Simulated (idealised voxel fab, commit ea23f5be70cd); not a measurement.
A process module follows: voxel capacitor over wiring.
The cross-section shown here is cut; it is 290 nm wide and divided into square cells measuring 5 nm on a side.
Cross-sections here: square-cell grids, written as top-down lists of bands, a band being one or more rows of cells.
A band entry consists of two parts. The first gives the height of the band's top and the height of its bottom, in nm. The rest lists the band's materials from left to right, each with its width in nm. A single material labelled with the word "edge to edge" fills the band from edge to edge, and the word "air" marks empty space.
Height 0 is the level under which the wafer as received is all one material. The lowest band goes on downwards, as in "top 0, no bottom".
Per-row width for "30->40": begins at first number (top row of band), ends at second number (bottom row), increment between rows held constant.
"no change occurred" -> step changed no cross-section cell.
Listed in "Closed void entries": every empty space of 8 or more cells without an open way to the top. Form: width x height at distance, the distance being from the left edge, all in nm.
It should be noted that, on the line of a given step, the content following the step's settings is a remark produced by the simulator itself with respect to that step.
The "overlay nm" setting may appear on a step's line; for a step that uses a mask, it gives how far to the right of its planned position the mask lay, and a negative value indicates the left.
**Here's what the planned process steps look like**
1) RECEIVE,material Si
2) CONFORMAL_DEP,material SiO2,thk nm 15
3) DIRECTIONAL_DEP,material TiN,thk nm 5
4) DIRECTIONAL_DEP,material W,thk nm 25
5) DIRECTIONAL_DEP,material aC,thk nm 15
6) PATTERN,tone cover,mask id METAL_1,material resist,width nm 30,pitch nm 90,thk nm 30,overlay nm 0
7) DIRECTIONAL_ETCH,etch materials aC,depth nm 15
8) STRIP,etch materials resist
9) DIRECTIONAL_ETCH,etch materials W,depth nm 25
10) DIRECTIONAL_ETCH,etch materials TiN,depth nm 5
11) STRIP,etch materials aC
12) FILL_DEP,material SiO2,thk nm 5
13) CMP,height nm 45
14) CONFORMAL_DEP,material SiCN,thk nm 5
15) DIRECTIONAL_DEP,material lowk,thk nm 20
16) MASKED_ETCH,tone open,mask id PLUG_1,width nm 15,etch materials lowk,depth nm 20,overlay nm 0
17) MASKED_ETCH,tone open,mask id PLUG_1,width nm 15,etch materials SiCN,depth nm 5,overlay nm 0
18) CONFORMAL_DEP,material TiN,thk nm 5
19) FILL_DEP,material W,thk nm 10
20) CMP,height nm 70
21) DIRECTIONAL_DEP,material TiN,thk nm 10
22) DIRECTIONAL_DEP,material Al2O3,thk nm 5
23) DIRECTIONAL_DEP,material TiN,thk nm 10
24) DIRECTIONAL_DEP,material aC,thk nm 15
25) PATTERN,tone cover,mask id UPPER_PLATE,material resist,width nm 65,thk nm 35,overlay nm 0
26) DIRECTIONAL_ETCH,etch materials aC,depth nm 15
27) STRIP,etch materials resist
28) DIRECTIONAL_ETCH,etch materials TiN,depth nm 10
29) DIRECTIONAL_ETCH,etch materials Al2O3,depth nm 5
30) STRIP,etch materials aC
31) PATTERN,tone cover,mask id LOWER_PLATE,material resist,width nm 75,thk nm 15,overlay nm 0
32) DIRECTIONAL_ETCH,etch materials TiN,depth nm 10
33) STRIP,etch materials resist
34) FILL_DEP,material SiO2,thk nm 15
35) CMP,height nm 105
36) MASKED_ETCH,tone open,mask id PLUG_2,width nm 15,etch materials SiO2,depth nm 10,overlay nm 0
37) CONFORMAL_DEP,material TiN,thk nm 5
38) FILL_DEP,material Cu,thk nm 5
39) CMP,height nm 105
40) CONFORMAL_DEP,material SiCN,thk nm 5
**The cross-section here shows the wafer as received, i.e. in its state after step 1**
top 0, no bottom: Si edge to edge
Closed void entries: none
**Wafer cross-section at end of module: start and plan as shown above, one execution error**
top 110, bottom 105: SiCN edge to edge
top 105, bottom 100: SiO2=110, TiN=5, Cu=5, TiN=5, SiO2=165
top 100, bottom 95: SiO2=110, TiN=15, SiO2=165
top 95, bottom 85: SiO2=100, TiN=65, SiO2=125
top 85, bottom 80: SiO2=100, Al2O3=65, SiO2=125
top 80, bottom 70: SiO2=95, TiN=75, SiO2=120
top 70, bottom 50: lowk=100, TiN=5, W=5, TiN=5, lowk=175
top 50, bottom 45: SiCN=100, TiN=15, SiCN=175
top 45, bottom 20: SiO2=85, W=30, SiO2=60, W=30, SiO2=85
top 20, bottom 5: SiO2 edge to edge
top 5, bottom 0: TiN edge to edge
top 0, no bottom: Si edge to edge
Closed void entries: none
Nonconformance to the process plan: order of steps 2 and 3 inverted relative to the plan
